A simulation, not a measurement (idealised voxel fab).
Module name: voxel wiring stack (process module)
The width of the displayed cross-section, cut, is 155 nm; its cells are square, with a size of 5 nm.
In this document a cross-section is written as a grid of square cells. It is given as a series of bands, listed from the top down, and a band is one or more rows of cells. What a band's entry tells you: where the top is and where the bottom is, as heights in nm, and after that what lies inside, material by material from left to right, each with its width in nm. Empty space is written as the word "blank", and a single material marked with the word "throughout" occupies the band from edge to edge. Where do heights start? At 0: under that level the wafer as delivered is made of one material only. And the lowest band has no floor; it just carries on downward, as in "0 down". So if you see something like "30..40" for the width, read it as the top row of the band sitting at the first number and the bottom row at the second, with every row in between moving by the same amount as the last. Where a step carries "no change occurred", the cross-section came out of it unchanged, cell for cell. Any empty space of 8 cells or more lacking an open way to the top shows up in "Entrapped void list" as width x height at distance, distance from the left edge, in nm. Past the settings on a step's line: simulator remark, on that step. overlay nm: right-of-plan distance of the mask on a masked step; negative values mean left-of-plan.
# Steps planned for the process
1,RECEIVE | material Si
2,CONFORMAL_DEP | material SiO2 | thk nm 10
3,CONFORMAL_DEP | material SiN | thk nm 5
4,DIRECTIONAL_DEP | material SiO2 | thk nm 15
5,MASKED_ETCH | tone open | mask id METAL_1 | width nm 30 | pitch nm 60 | etch materials SiO2 | depth nm 15 | overlay nm 0
6,MASKED_ETCH | tone open | mask id METAL_1 | width nm 30 | pitch nm 60 | etch materials SiN | depth nm 5 | overlay nm 0
7,CONFORMAL_DEP | material TiN | thk nm 5
8,FILL_DEP | material Ru | thk nm 10
9,CMP | height nm 30
10,CONFORMAL_DEP | material SiCN | thk nm 5
11,DIRECTIONAL_DEP | material lowk | thk nm 15
12,DIRECTIONAL_DEP | material aC | thk nm 10
13,PATTERN | tone open | mask id PLUG_1 | material resist | width nm 15 | thk nm 30 | overlay nm 0
14,DIRECTIONAL_ETCH | etch materials aC | depth nm 5
15,STRIP | etch materials resist
16,DIRECTIONAL_ETCH | etch materials lowk | depth nm 15
17,DIRECTIONAL_ETCH | etch materials SiCN | depth nm 5
18,STRIP | etch materials aC
19,CONFORMAL_DEP | material TiN | thk nm 5
20,FILL_DEP | material Cu | thk nm 5
21,CMP | height nm 50
22,DIRECTIONAL_DEP | material TiN | thk nm 5
23,DIRECTIONAL_DEP | material W | thk nm 25
24,PATTERN | tone cover | mask id METAL_2 | material resist | width nm 30 | pitch nm 60 | thk nm 20 | overlay nm 0
25,DIRECTIONAL_ETCH | etch materials W | depth nm 25
26,DIRECTIONAL_ETCH | etch materials TiN | depth nm 5
27,STRIP | etch materials resist
28,FILL_DEP | material lowk | thk nm 10
29,CMP | height nm 80
30,CONFORMAL_DEP | material SiCN | thk nm 5
31,DIRECTIONAL_DEP | material SiO2 | thk nm 30
32,MASKED_ETCH | tone open | mask id METAL_3_HOLES | width nm 15 | etch materials SiO2 | depth nm 30 | overlay nm 0
33,MASKED_ETCH | tone open | mask id METAL_3 | width nm 30 | pitch nm 60 | etch materials SiO2 | depth nm 20 | overlay nm 0
34,MASKED_ETCH | tone open | mask id METAL_3 | width nm 30 | pitch nm 60 | etch materials SiCN | depth nm 5 | overlay nm 0
35,CONFORMAL_DEP | material TiN | thk nm 5
36,FILL_DEP | material Ru | thk nm 10
37,CMP | height nm 115
38,CONFORMAL_DEP | material SiCN | thk nm 5
39,DIRECTIONAL_DEP | material lowk | thk nm 10
40,PATTERN | tone open | mask id PLUG_3 | material resist | width nm 15 | pitch nm 60 | thk nm 15 | overlay nm 0
41,DIRECTIONAL_ETCH | etch materials lowk | depth nm 10
42,DIRECTIONAL_ETCH | etch materials SiCN | depth nm 5
43,STRIP | etch materials resist
44,EPI | material Ru | thk nm 10
45,EPI | material Ru | thk nm 5
46,CONFORMAL_DEP | material SiCN | thk nm 5
47,DIRECTIONAL_DEP | material lowk | thk nm 20
48,PATTERN | tone open | mask id METAL_4 | material resist | width nm 30 | pitch nm 60 | thk nm 15 | overlay nm 0
49,DIRECTIONAL_ETCH | etch materials lowk | depth nm 20
50,DIRECTIONAL_ETCH | etch materials SiCN | depth nm 5
51,STRIP | etch materials resist
52,CONFORMAL_DEP | material TiN | thk nm 5
53,FILL_DEP | material Cu | thk nm 5
54,CMP | height nm 155
55,CONFORMAL_DEP | material SiCN | thk nm 5
Wafer-to-wafer difference: depth nm, step 14. Common start. Plan = first wafer's value.
# Cross-section of the first of several received wafers, showing its state after step 1
	0 down = Si throughout
	Entrapped void list: none
# The figure below presents a cross-section of the first of several wafers at the conclusion of the module, following its last step, step 55
	160 to 155 = SiCN throughout
	155 to 135 = 30 of lowk; 5 of TiN; 20 of Cu; 5 of TiN; 30 of lowk; 5 of TiN; 20 of Cu; 5 of TiN; 35 of lowk
	135 to 130 = 30 of SiCN; 30 of TiN; 30 of SiCN; 30 of TiN; 35 of SiCN
	130 to 120 = 30 of lowk; 15 of Ru; 45 of lowk; 15 of Ru; 50 of lowk
	120 to 115 = 30 of SiCN; 15 of Ru; 45 of SiCN; 15 of Ru; 50 of SiCN
	115 to 100 = 30 of SiO2; 5 of TiN; 20 of Ru; 5 of TiN; 30 of SiO2; 5 of TiN; 20 of Ru; 5 of TiN; 35 of SiO2
	100 to 95 = 30 of SiO2; 5 of TiN; 5 of Ru; 20 of TiN; 30 of SiO2; 30 of TiN; 35 of SiO2
	95 to 85 = 30 of SiO2; 5 of TiN; 5 of Ru; 5 of TiN; 110 of SiO2
	85 to 80 = 30 of SiCN; 15 of TiN; 110 of SiCN
	80 to 55 = 30 of lowk; 30 of W; 30 of lowk; 30 of W; 35 of lowk
	55 to 50 = 30 of lowk; 30 of TiN; 30 of lowk; 30 of TiN; 35 of lowk
	50 to 35 = lowk throughout
	35 to 30 = SiCN throughout
	30 to 15 = 30 of SiO2; 5 of TiN; 20 of Ru; 5 of TiN; 30 of SiO2; 5 of TiN; 20 of Ru; 5 of TiN; 35 of SiO2
	15 to 10 = 30 of SiN; 30 of TiN; 30 of SiN; 30 of TiN; 35 of SiN
	10 to 0 = SiO2 throughout
	0 down = Si throughout
	Entrapped void list: none
# Last wafer, end of module, cross-section
	160 to 155 = SiCN throughout
	155 to 135 = 30 of lowk; 5 of TiN; 20 of Cu; 5 of TiN; 30 of lowk; 5 of TiN; 20 of Cu; 5 of TiN; 35 of lowk
	135 to 130 = 30 of SiCN; 30 of TiN; 30 of SiCN; 30 of TiN; 35 of SiCN
	130 to 120 = 30 of lowk; 15 of Ru; 45 of lowk; 15 of Ru; 50 of lowk
	120 to 115 = 30 of SiCN; 15 of Ru; 45 of SiCN; 15 of Ru; 50 of SiCN
	115 to 100 = 30 of SiO2; 5 of TiN; 20 of Ru; 5 of TiN; 30 of SiO2; 5 of TiN; 20 of Ru; 5 of TiN; 35 of SiO2
	100 to 95 = 30 of SiO2; 5 of TiN; 5 of Ru; 20 of TiN; 30 of SiO2; 30 of TiN; 35 of SiO2
	95 to 85 = 30 of SiO2; 5 of TiN; 5 of Ru; 5 of TiN; 110 of SiO2
	85 to 80 = 30 of SiCN; 15 of TiN; 110 of SiCN
	80 to 55 = 30 of lowk; 30 of W; 30 of lowk; 30 of W; 35 of lowk
	55 to 50 = 30 of lowk; 30 of TiN; 30 of lowk; 30 of TiN; 35 of lowk
	50 to 35 = 30 of lowk; 5 of TiN; 5 of Cu; 5 of TiN; 110 of lowk
	35 to 30 = 30 of SiCN; 15 of TiN; 110 of SiCN
	30 to 15 = 30 of SiO2; 5 of TiN; 20 of Ru; 5 of TiN; 30 of SiO2; 5 of TiN; 20 of Ru; 5 of TiN; 35 of SiO2
	15 to 10 = 30 of SiN; 30 of TiN; 30 of SiN; 30 of TiN; 35 of SiN
	10 to 0 = SiO2 throughout
	0 down = Si throughout
	Entrapped void list: none
# The table below has one row for each wafer; a row shows, as of the end of the module, how many cells of each material the wafer has gained, marked (+), or lost, marked (-), since it was received, and then the wafer's closed voids
depth nm 5; +32 Cu; +69 Ru; +134 SiCN; +19 SiN; +251 SiO2; +94 TiN; +60 W; +333 lowk; Entrapped void list: none
depth nm 10; +35 Cu; +69 Ru; +131 SiCN; +19 SiN; +251 SiO2; +103 TiN; +60 W; +324 lowk; Entrapped void list: none
depth nm 15; +35 Cu; +69 Ru; +131 SiCN; +19 SiN; +251 SiO2; +103 TiN; +60 W; +324 lowk; Entrapped void list: none
depth nm 20; +35 Cu; +69 Ru; +131 SiCN; +19 SiN; +251 SiO2; +103 TiN; +60 W; +324 lowk; Entrapped void list: none
depth nm 25; +35 Cu; +69 Ru; +131 SiCN; +19 SiN; +251 SiO2; +103 TiN; +60 W; +324 lowk; Entrapped void list: none
